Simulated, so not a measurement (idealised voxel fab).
process module | voxel wiring stack
cross-section cut | 225 nm wide | cells 5 nm
A cross-section is a grid of square cells, given in bands from the top down. A band is one or more rows of cells.
Each band's line starts with the height of the band's top and of its bottom, in nm. Then come its materials from left to right, each with its width in nm. One material with "throughout" fills the band from edge to edge. "air" is empty space.
Height 0 is the level under which the wafer as received is all one material. The lowest band goes on downwards, as in "0 down".
A width such as "30 to 40" changes by the same amount from each row of cells to the next, from the band's top row to its bottom row.
"no change" after a step means that no cell of the cross-section changed.
closed voids: empty space of 8 cells or more with no open way to the top, each as width x height at its distance from the left edge, in nm
after a step's settings: what the simulator itself notes on the step
overlay nm, on a step with a mask: how far to the right of its planned place the mask lay; to the left if negative
plan
1 op RECEIVE | material Si
2 op CONFORMAL_DEP | material SiO2 | thk nm 10
3 op DIRECTIONAL_DEP | material TiN | thk nm 5
4 op DIRECTIONAL_DEP | material Ru | thk nm 20
5 op DIRECTIONAL_DEP | material aC | thk nm 10
6 op PATTERN | tone cover | mask id METAL_1 | material resist | width nm 30 | pitch nm 50 | thk nm 30 | overlay nm 0
7 op DIRECTIONAL_ETCH | etch materials aC | depth nm 10
8 op STRIP | etch materials resist
9 op DIRECTIONAL_ETCH | etch materials Ru | depth nm 20
10 op DIRECTIONAL_ETCH | etch materials TiN | depth nm 5
11 op STRIP | etch materials aC
12 op CONFORMAL_DEP | material SiCN | thk nm 5
13 op FILL_DEP | material lowk | thk nm 5
14 op CMP | height nm 35
15 op CONFORMAL_DEP | material SiCN | thk nm 5
16 op DIRECTIONAL_DEP | material lowk | thk nm 15
17 op MASKED_ETCH | tone open | mask id PLUG_1 | width nm 15 | pitch nm 50 | etch materials lowk | depth nm 15 | overlay nm 0
18 op MASKED_ETCH | tone open | mask id PLUG_1 | width nm 15 | pitch nm 50 | etch materials SiCN | depth nm 5 | overlay nm 0
19 op CONFORMAL_DEP | material TiN | thk nm 5
20 op FILL_DEP | material Cu | thk nm 10
21 op CMP | height nm 55
22 op DIRECTIONAL_DEP | material TiN | thk nm 5
23 op DIRECTIONAL_DEP | material W | thk nm 20
24 op PATTERN | tone cover | mask id METAL_2 | material resist | width nm 30 | pitch nm 50 | thk nm 15 | overlay nm 0
25 op DIRECTIONAL_ETCH | etch materials W | depth nm 20
26 op DIRECTIONAL_ETCH | etch materials TiN | depth nm 5
27 op STRIP | etch materials resist
28 op FILL_DEP | material lowk | thk nm 5
29 op CMP | height nm 80
30 op CONFORMAL_DEP | material SiCN | thk nm 5
31 op DIRECTIONAL_DEP | material SiO2 | thk nm 10
32 op PATTERN | tone open | mask id PLUG_2 | material resist | width nm 15 | pitch nm 100 | thk nm 20 | overlay nm 0
33 op DIRECTIONAL_ETCH | etch materials SiO2 | depth nm 10
34 op DIRECTIONAL_ETCH | etch materials SiCN | depth nm 5
35 op STRIP | etch materials resist
36 op EPI | material Ru | thk nm 10
37 op EPI | material Ru | thk nm 5
38 op DIRECTIONAL_DEP | material TiN | thk nm 5
39 op DIRECTIONAL_DEP | material Ru | thk nm 25
40 op PATTERN | tone cover | mask id METAL_3 | material resist | width nm 30 | pitch nm 50 | thk nm 20 | overlay nm 0
41 op DIRECTIONAL_ETCH | etch materials Ru | depth nm 25
42 op DIRECTIONAL_ETCH | etch materials TiN | depth nm 5
43 op STRIP | etch materials resist
44 op FILL_DEP | material lowk | thk nm 10
45 op CMP | height nm 125
46 op CONFORMAL_DEP | material SiN | thk nm 5
first wafer, as planned
as received, after step 1
  0 down: Si throughout
  closed voids: none
after step 2
  10 to 0: SiO2 throughout
  below 0: unchanged
after step 3
  15 to 10: TiN throughout
  below 10: unchanged
after step 4
  35 to 15: Ru throughout
  below 15: unchanged
after step 5
  45 to 35: aC throughout
  below 35: unchanged
after step 6
  75 to 45: air 20 | resist 30 | air 20 | resist 30 | air 20 | resist 30 | air 20 | resist 30 | air 25
  below 45: unchanged
after step 7
  65 to 45: air 20 | resist 30 | air 20 | resist 30 | air 20 | resist 30 | air 20 | resist 30 | air 25
  45 to 35: air 20 | aC 30 | air 20 | aC 30 | air 20 | aC 30 | air 20 | aC 30 | air 25
  below 35: unchanged
after step 8
  45 to 35: air 20 | aC 30 | air 20 | aC 30 | air 20 | aC 30 | air 20 | aC 30 | air 25
  below 35: unchanged
after step 9
  45 to 35: air 20 | aC 30 | air 20 | aC 30 | air 20 | aC 30 | air 20 | aC 30 | air 25
  35 to 15: air 20 | Ru 30 | air 20 | Ru 30 | air 20 | Ru 30 | air 20 | Ru 30 | air 25
  below 15: unchanged
after step 10
  45 to 35: air 20 | aC 30 | air 20 | aC 30 | air 20 | aC 30 | air 20 | aC 30 | air 25
  35 to 15: air 20 | Ru 30 | air 20 | Ru 30 | air 20 | Ru 30 | air 20 | Ru 30 | air 25
  15 to 10: air 20 | TiN 30 | air 20 | TiN 30 | air 20 | TiN 30 | air 20 | TiN 30 | air 25
  below 10: unchanged
after step 11
  35 to 15: air 20 | Ru 30 | air 20 | Ru 30 | air 20 | Ru 30 | air 20 | Ru 30 | air 25
  below 15: unchanged
after step 12
  40 to 35: air 15 | SiCN 40 | air 10 | SiCN 40 | air 10 | SiCN 40 | air 10 | SiCN 40 | air 20
  35 to 15: air 15 | SiCN 5 | Ru 30 | SiCN 5 | air 10 | SiCN 5 | Ru 30 | SiCN 5 | air 10 | SiCN 5 | Ru 30 | SiCN 5 | air 10 | SiCN 5 | Ru 30 | SiCN 5 | air 20
  15 to 10: SiCN 20 | TiN 30 | SiCN 20 | TiN 30 | SiCN 20 | TiN 30 | SiCN 20 | TiN 30 | SiCN 25
  below 10: unchanged
after step 13
  45 to 40: lowk throughout
  40 to 35: lowk 15 | SiCN 40 | lowk 10 | SiCN 40 | lowk 10 | SiCN 40 | lowk 10 | SiCN 40 | lowk 20
  35 to 15: lowk 15 | SiCN 5 | Ru 30 | SiCN 5 | lowk 10 | SiCN 5 | Ru 30 | SiCN 5 | lowk 10 | SiCN 5 | Ru 30 | SiCN 5 | lowk 10 | SiCN 5 | Ru 30 | SiCN 5 | lowk 20
  below 15: unchanged
after step 14
  35 to 15: lowk 15 | SiCN 5 | Ru 30 | SiCN 5 | lowk 10 | SiCN 5 | Ru 30 | SiCN 5 | lowk 10 | SiCN 5 | Ru 30 | SiCN 5 | lowk 10 | SiCN 5 | Ru 30 | SiCN 5 | lowk 20
  below 15: unchanged
after step 15
  40 to 35: SiCN throughout
  below 35: unchanged
after step 16
  55 to 40: lowk throughout
  below 40: unchanged
after step 17
  55 to 40: lowk 20 | air 15 | lowk 35 | air 15 | lowk 35 | air 15 | lowk 35 | air 15 | lowk 40
  below 40: unchanged
after step 18
  55 to 40: lowk 20 | air 15 | lowk 35 | air 15 | lowk 35 | air 15 | lowk 35 | air 15 | lowk 40
  40 to 35: SiCN 20 | air 15 | SiCN 35 | air 15 | SiCN 35 | air 15 | SiCN 35 | air 15 | SiCN 40
  below 35: unchanged
after step 19
  60 to 55: TiN 25 | air 5 | TiN 45 | air 5 | TiN 45 | air 5 | TiN 45 | air 5 | TiN 45
  55 to 40: lowk 20 | TiN 5 | air 5 | TiN 5 | lowk 35 | TiN 5 | air 5 | TiN 5 | lowk 35 | TiN 5 | air 5 | TiN 5 | lowk 35 | TiN 5 | air 5 | TiN 5 | lowk 40
  40 to 35: SiCN 20 | TiN 15 | SiCN 35 | TiN 15 | SiCN 35 | TiN 15 | SiCN 35 | TiN 15 | SiCN 40
  below 35: unchanged
after step 20
  70 to 60: Cu throughout
  60 to 55: TiN 25 | Cu 5 | TiN 45 | Cu 5 | TiN 45 | Cu 5 | TiN 45 | Cu 5 | TiN 45
  55 to 40: lowk 20 | TiN 5 | Cu 5 | TiN 5 | lowk 35 | TiN 5 | Cu 5 | TiN 5 | lowk 35 | TiN 5 | Cu 5 | TiN 5 | lowk 35 | TiN 5 | Cu 5 | TiN 5 | lowk 40
  below 40: unchanged
after step 21
  55 to 40: lowk 20 | TiN 5 | Cu 5 | TiN 5 | lowk 35 | TiN 5 | Cu 5 | TiN 5 | lowk 35 | TiN 5 | Cu 5 | TiN 5 | lowk 35 | TiN 5 | Cu 5 | TiN 5 | lowk 40
  below 40: unchanged
after step 22
  60 to 55: TiN throughout
  below 55: unchanged
after step 23
  80 to 60: W throughout
  below 60: unchanged
after step 24
  95 to 80: air 20 | resist 30 | air 20 | resist 30 | air 20 | resist 30 | air 20 | resist 30 | air 25
  below 80: unchanged
after step 25
  95 to 80: air 20 | resist 30 | air 20 | resist 30 | air 20 | resist 30 | air 20 | resist 30 | air 25
  80 to 60: air 20 | W 30 | air 20 | W 30 | air 20 | W 30 | air 20 | W 30 | air 25
  below 60: unchanged
after step 26
  95 to 80: air 20 | resist 30 | air 20 | resist 30 | air 20 | resist 30 | air 20 | resist 30 | air 25
  80 to 60: air 20 | W 30 | air 20 | W 30 | air 20 | W 30 | air 20 | W 30 | air 25
  60 to 55: air 20 | TiN 30 | air 20 | TiN 30 | air 20 | TiN 30 | air 20 | TiN 30 | air 25
  below 55: unchanged
after step 27
  80 to 60: air 20 | W 30 | air 20 | W 30 | air 20 | W 30 | air 20 | W 30 | air 25
  below 60: unchanged
after step 28
  85 to 80: lowk throughout
  80 to 60: lowk 20 | W 30 | lowk 20 | W 30 | lowk 20 | W 30 | lowk 20 | W 30 | lowk 25
  60 to 55: lowk 20 | TiN 30 | lowk 20 | TiN 30 | lowk 20 | TiN 30 | lowk 20 | TiN 30 | lowk 25
  below 55: unchanged
after step 29
  80 to 60: lowk 20 | W 30 | lowk 20 | W 30 | lowk 20 | W 30 | lowk 20 | W 30 | lowk 25
  below 60: unchanged
after step 30
  85 to 80: SiCN throughout
  below 80: unchanged
after step 31
  95 to 85: SiO2 throughout
  below 85: unchanged
after step 32
  115 to 95: resist 20 | air 15 | resist 85 | air 15 | resist 90
  below 95: unchanged
after step 33
  115 to 95: resist 20 | air 15 | resist 85 | air 15 | resist 90
  95 to 85: SiO2 20 | air 15 | SiO2 85 | air 15 | SiO2 90
  below 85: unchanged
after step 34
  115 to 95: resist 20 | air 15 | resist 85 | air 15 | resist 90
  95 to 85: SiO2 20 | air 15 | SiO2 85 | air 15 | SiO2 90
  85 to 80: SiCN 20 | air 15 | SiCN 85 | air 15 | SiCN 90
  below 80: unchanged
after step 35
  95 to 85: SiO2 20 | air 15 | SiO2 85 | air 15 | SiO2 90
  below 85: unchanged
after step 36
  95 to 90: SiO2 20 | air 15 | SiO2 85 | air 15 | SiO2 90
  90 to 85: SiO2 20 | Ru 15 | SiO2 85 | Ru 15 | SiO2 90
  85 to 80: SiCN 20 | Ru 15 | SiCN 85 | Ru 15 | SiCN 90
  below 80: unchanged
after step 37
  95 to 85: SiO2 20 | Ru 15 | SiO2 85 | Ru 15 | SiO2 90
  below 85: unchanged
after step 38
  100 to 95: TiN throughout
  below 95: unchanged
after step 39
  125 to 100: Ru throughout
  below 100: unchanged
after step 40
  145 to 125: air 20 | resist 30 | air 20 | resist 30 | air 20 | resist 30 | air 20 | resist 30 | air 25
  below 125: unchanged
after step 41
  145 to 125: air 20 | resist 30 | air 20 | resist 30 | air 20 | resist 30 | air 20 | resist 30 | air 25
  125 to 100: air 20 | Ru 30 | air 20 | Ru 30 | air 20 | Ru 30 | air 20 | Ru 30 | air 25
  below 100: unchanged
after step 42
  145 to 125: air 20 | resist 30 | air 20 | resist 30 | air 20 | resist 30 | air 20 | resist 30 | air 25
  125 to 100: air 20 | Ru 30 | air 20 | Ru 30 | air 20 | Ru 30 | air 20 | Ru 30 | air 25
  100 to 95: air 20 | TiN 30 | air 20 | TiN 30 | air 20 | TiN 30 | air 20 | TiN 30 | air 25
  below 95: unchanged
after step 43
  125 to 100: air 20 | Ru 30 | air 20 | Ru 30 | air 20 | Ru 30 | air 20 | Ru 30 | air 25
  below 100: unchanged
after step 44
  135 to 125: lowk throughout
  125 to 100: lowk 20 | Ru 30 | lowk 20 | Ru 30 | lowk 20 | Ru 30 | lowk 20 | Ru 30 | lowk 25
  100 to 95: lowk 20 | TiN 30 | lowk 20 | TiN 30 | lowk 20 | TiN 30 | lowk 20 | TiN 30 | lowk 25
  below 95: unchanged
after step 45
  125 to 100: lowk 20 | Ru 30 | lowk 20 | Ru 30 | lowk 20 | Ru 30 | lowk 20 | Ru 30 | lowk 25
  below 100: unchanged
after step 46
  130 to 125: SiN throughout
  below 125: unchanged
second wafer: like start, like plan, one mistake. Through step 37 it matches the first wafer
when step 38 should have ended
  120 to 95: Ru throughout
  below 95: unchanged
when step 39 should have ended
  125 to 120: TiN throughout
  below 120: unchanged
when step 40 should have ended
  145 to 125: air 20 | resist 30 | air 20 | resist 30 | air 20 | resist 30 | air 20 | resist 30 | air 25
  below 125: unchanged
when step 41 should have ended: no change
when step 42 should have ended
  145 to 125: air 20 | resist 30 | air 20 | resist 30 | air 20 | resist 30 | air 20 | resist 30 | air 25
  125 to 120: air 20 | TiN 30 | air 20 | TiN 30 | air 20 | TiN 30 | air 20 | TiN 30 | air 25
  below 120: unchanged
when step 43 should have ended
  125 to 120: air 20 | TiN 30 | air 20 | TiN 30 | air 20 | TiN 30 | air 20 | TiN 30 | air 25
  below 120: unchanged
when step 44 should have ended
  135 to 125: lowk throughout
  125 to 120: lowk 20 | TiN 30 | lowk 20 | TiN 30 | lowk 20 | TiN 30 | lowk 20 | TiN 30 | lowk 25
  below 120: unchanged
when step 45 should have ended
  125 to 120: lowk 20 | TiN 30 | lowk 20 | TiN 30 | lowk 20 | TiN 30 | lowk 20 | TiN 30 | lowk 25
  below 120: unchanged
when step 46 should have ended
  130 to 125: SiN throughout
  below 125: unchanged
what went wrong: steps 38 and 39 were swapped
at the end the second wafer has, in cells: 105 more of Ru | 105 fewer of lowk
